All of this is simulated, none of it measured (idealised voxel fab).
The following process module bears the name voxel capacitor over wiring.
The figure presents cross-section cut, which has a width of 160 nm and is divided into square cells with an edge length of 5 nm.
Square cells in a grid make up a cross-section in this document, and the grid is given as bands, listed from the top down, each one or more rows of cells.
Band entry format. Leading values: height of top, height of bottom, nm. Remainder: materials in left-to-right order, each with its width in nm. Special words: "full width" on a single material, which then fills the band edge to edge; "blank", empty space.
Where do heights start? At 0: under that level the wafer as delivered is made of one material only. And the lowest band has no floor; it just carries on downward, as in "0 and below".
A width given as "30..40" starts at the first number in the band's top row and ends at the second number in its bottom row, shifting by an equal amount at every step from row to row.
"no alteration" after a step means that no cell of the cross-section changed.
"Enclosed void inventory": empty spaces of 8 cells or more with no open way to the top, each given as width x height at distance, distance from the left edge, all in nm.
Post-settings text on a step line: simulator's own remark regarding the step.
Steps that use a mask can have "overlay nm" on their line. It says how far the mask sat to the right of where it was meant to be. Negative means to the left.
THE FOLLOWING LIST GIVES THE PLANNED PROCESS STEPS
1: RECEIVE: material Si
2: CONFORMAL_DEP: material SiO2, thk nm 15
3: CONFORMAL_DEP: material SiN, thk nm 5
4: DIRECTIONAL_DEP: material lowk, thk nm 20
5: DIRECTIONAL_DEP: material aC, thk nm 10
6: PATTERN: tone open, mask id METAL_1, material resist, width nm 30, pitch nm 95, thk nm 30, overlay nm 0
7: DIRECTIONAL_ETCH: etch materials aC, depth nm 10
8: STRIP: etch materials resist
9: DIRECTIONAL_ETCH: etch materials lowk, depth nm 20
10: DIRECTIONAL_ETCH: etch materials SiN, depth nm 5
11: STRIP: etch materials aC
12: CONFORMAL_DEP: material TiN, thk nm 5
13: FILL_DEP: material W, thk nm 10
14: CMP: height nm 40
15: CONFORMAL_DEP: material SiCN, thk nm 5
16: DIRECTIONAL_DEP: material SiO2, thk nm 10
17: DIRECTIONAL_DEP: material aC, thk nm 15
18: PATTERN: tone open, mask id PLUG_1, material resist, width nm 15, thk nm 35, overlay nm 0
19: DIRECTIONAL_ETCH: etch materials aC, depth nm 15
20: STRIP: etch materials resist
21: DIRECTIONAL_ETCH: etch materials SiO2, depth nm 10
22: DIRECTIONAL_ETCH: etch materials SiCN, depth nm 5
23: STRIP: etch materials aC
24: CONFORMAL_DEP: material TiN, thk nm 5
25: FILL_DEP: material W, thk nm 5
26: CMP: height nm 55
27: DIRECTIONAL_DEP: material TiN, thk nm 5
28: DIRECTIONAL_DEP: material HfO2, thk nm 5
29: DIRECTIONAL_DEP: material TiN, thk nm 10
30: PATTERN: tone cover, mask id UPPER_PLATE, material resist, width nm 70, thk nm 15, overlay nm 0
31: DIRECTIONAL_ETCH: etch materials TiN, depth nm 10
32: DIRECTIONAL_ETCH: etch materials HfO2, depth nm 5
33: STRIP: etch materials resist
34: DIRECTIONAL_DEP: material aC, thk nm 10
35: PATTERN: tone cover, mask id LOWER_PLATE, material resist, width nm 80, thk nm 30, overlay nm 0
36: DIRECTIONAL_ETCH: etch materials aC, depth nm 10
37: STRIP: etch materials resist
38: DIRECTIONAL_ETCH: etch materials TiN, depth nm 5
39: STRIP: etch materials aC
40: FILL_DEP: material SiO2, thk nm 15
41: CMP: height nm 85
42: DIRECTIONAL_DEP: material aC, thk nm 15
43: PATTERN: tone open, mask id PLUG_2, material resist, width nm 15, thk nm 35, overlay nm 0
44: DIRECTIONAL_ETCH: etch materials aC, depth nm 15
45: STRIP: etch materials resist
46: DIRECTIONAL_ETCH: etch materials SiO2, depth nm 10
47: STRIP: etch materials aC
48: CONFORMAL_DEP: material TiN, thk nm 5
49: FILL_DEP: material Cu, thk nm 10
50: CMP: height nm 85
51: CONFORMAL_DEP: material SiCN, thk nm 5
STEP 1 COMPLETE: CROSS-SECTION OF THE WAFER AS RECEIVED
	0 and below: Si full width
	Enclosed void inventory: none
CROSS-SECTIONAL IMAGE OF THE FIRST OF TWO WAFERS AT THE END OF THE MODULE, THE RUN HAVING PROCEEDED AS PLANNED
	90 down to 85: SiCN full width
	85 down to 80: SiO2: 40, then TiN: 5, then Cu: 5, then TiN: 5, then SiO2: 105
	80 down to 75: SiO2: 40, then TiN: 15, then SiO2: 105
	75 down to 65: SiO2: 30, then TiN: 70, then SiO2: 60
	65 down to 60: SiO2: 30, then HfO2: 70, then SiO2: 60
	60 down to 55: SiO2: 25, then TiN: 80, then SiO2: 55
	55 down to 45: SiO2: 30, then TiN: 5, then W: 5, then TiN: 5, then SiO2: 115
	45 down to 40: SiCN: 30, then TiN: 15, then SiCN: 115
	40 down to 20: lowk: 15, then TiN: 5, then W: 20, then TiN: 5, then lowk: 65, then TiN: 5, then W: 20, then TiN: 5, then lowk: 20
	20 down to 15: SiN: 15, then TiN: 30, then SiN: 65, then TiN: 30, then SiN: 20
	15 down to 0: SiO2 full width
	0 and below: Si full width
	Enclosed void inventory: none
CROSS-SECTION, WAFER TWO OF TWO, END OF MODULE: SAME START AND PLAN AS WAFER ONE, ONE ERROR IN EXECUTION
	90 down to 85: SiCN full width
	85 down to 80: SiO2: 40, then TiN: 5, then Cu: 5, then TiN: 5, then SiO2: 105
	80 down to 75: SiO2: 40, then TiN: 15, then SiO2: 105
	75 down to 65: SiO2: 30, then TiN: 70, then SiO2: 60
	65 down to 60: SiO2: 30, then HfO2: 70, then SiO2: 60
	60 down to 55: SiO2: 25, then TiN: 80, then SiO2: 55
	55 down to 45: SiO2: 30, then TiN: 5, then W: 5, then TiN: 5, then SiO2: 115
	45 down to 40: SiCN: 30, then TiN: 15, then SiCN: 115
	40 down to 25: lowk: 15, then TiN: 5, then W: 20, then TiN: 5, then lowk: 65, then TiN: 5, then W: 20, then TiN: 5, then lowk: 20
	25 down to 20: lowk: 15, then TiN: 30, then lowk: 65, then TiN: 30, then lowk: 20
	20 down to 5: SiO2 full width
	5 down to 0: SiN full width
	0 and below: Si full width
	Enclosed void inventory: none
Misprocessing identified: step 2 ran in the slot meant for step 3, and vice versa
The final cell counts differ between the wafers, with the second having more or fewer of some materials than the first: +12 SiN; -4 TiN; -8 W
